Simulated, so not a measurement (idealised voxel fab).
The following process module bears the name voxel gate over fins.
Displayed cross-section: cut, width of 265 nm, square cells sized 5 nm.
Cross-sections here: square-cell grids, written as top-down lists of bands, a band being one or more rows of cells. The entry gives the band's vertical extent as a top height and a bottom height in nm, then its horizontal make-up as materials from left to right, each with a width in nm. "blank" stands for empty space; a single material marked "everywhere" fills the band edge to edge. It should be noted that heights are counted from 0, beneath which the wafer as supplied is of one material throughout, and that the lowest band possesses no lower boundary but continues downward, as written in "0 down". Width spec "30->40" -> top row of cells at first value, bottom row at second value, equal per-row change in between. "nothing different" -> step changed no cross-section cell. The list in "Sealed internal cavities" covers empty spaces of 8 cells or more that cannot reach the top through any open way, and it gives each as width x height at distance; the distance is from the left edge, and width, height and distance are in nm. Past the settings on a step's line: simulator remark, on that step. overlay nm, on a step with a mask: how far to the right of its planned place the mask lay; to the left if negative.

HERE'S WHAT THE PLANNED PROCESS STEPS LOOK LIKE
1. RECEIVE [material Si]
2. CONFORMAL_DEP [material SiN] [thk nm 10]
3. MASKED_ETCH [tone cover] [mask id FINS] [width nm 15] [pitch nm 45] [etch materials SiN] [depth nm 10] [overlay nm 0]
4. MASKED_ETCH [tone cover] [mask id FINS] [width nm 15] [pitch nm 45] [etch materials Si] [depth nm 30] [overlay nm 0]
5. OXIDIZE [depth nm 5]
6. FILL_DEP [material SiO2] [thk nm 5]
7. CMP [height nm 10]
8. SELECTIVE_ETCH [etch materials SiO2] [depth nm 25]
9. STRIP [etch materials SiN]
10. CONFORMAL_DEP [material HfO2] [thk nm 5]
11. CONFORMAL_DEP [material TiN] [thk nm 5]
12. CONFORMAL_DEP [material TiAl] [thk nm 5]
13. CONFORMAL_DEP [material TiN] [thk nm 5]
14. FILL_DEP [material W] [thk nm 10]
15. CMP [height nm 25]
16. CONFORMAL_DEP [material SiCN] [thk nm 10]

AS RECEIVED (POST STEP 1): CROSS-SECTION
- 0 down: Si everywhere
- Sealed internal cavities: none

RESULT OF THE MODULE, CROSS-SECTIONED: START PER ABOVE, PLAN PER ABOVE, ONE ERROR IN HOW IT WAS RUN
- 35 to 25: SiCN everywhere
- 25 to 20: W everywhere
- 20 to 15: W=40, TiN=180, W=45
- 15 to 10: W=40, TiN=5, TiAl=35, TiN=10, TiAl=35, TiN=10, TiAl=35, TiN=10, TiAl=35, TiN=5, W=45
- 10 to 5: W=40, TiN=5, TiAl=5, TiN=25, TiAl=5, TiN=10, TiAl=5, TiN=25, TiAl=5, TiN=10, TiAl=5, TiN=25, TiAl=5, TiN=10, TiAl=5, TiN=25, TiAl=5, TiN=5, W=45
- 5 to 0: TiN=45, TiAl=5, TiN=5, HfO2=15, TiN=5, TiAl=5, TiN=10, TiAl=5, TiN=5, HfO2=15, TiN=5, TiAl=5, TiN=10, TiAl=5, TiN=5, HfO2=15, TiN=5, TiAl=5, TiN=10, TiAl=5, TiN=5, HfO2=15, TiN=5, TiAl=5, TiN=50
- 0 to -5: TiAl=50, TiN=5, HfO2=5, Si=5, HfO2=5, TiN=5, TiAl=20, TiN=5, HfO2=5, Si=5, HfO2=5, TiN=5, TiAl=20, TiN=5, HfO2=5, Si=5, HfO2=5, TiN=5, TiAl=20, TiN=5, HfO2=5, Si=5, HfO2=5, TiN=5, TiAl=55
- -5 to -10: TiN=55, HfO2=5, Si=5, HfO2=5, TiN=30, HfO2=5, Si=5, HfO2=5, TiN=30, HfO2=5, Si=5, HfO2=5, TiN=30, HfO2=5, Si=5, HfO2=5, TiN=60
- -10 to -15: HfO2=60, Si=5, HfO2=40, Si=5, HfO2=40, Si=5, HfO2=40, Si=5, HfO2=65
- -15 to -65: SiO2=60, Si=5, SiO2=40, Si=5, SiO2=40, Si=5, SiO2=40, Si=5, SiO2=65
- -65 down: Si everywhere
- Sealed internal cavities: none
Diagnosis: step 4 was run twice
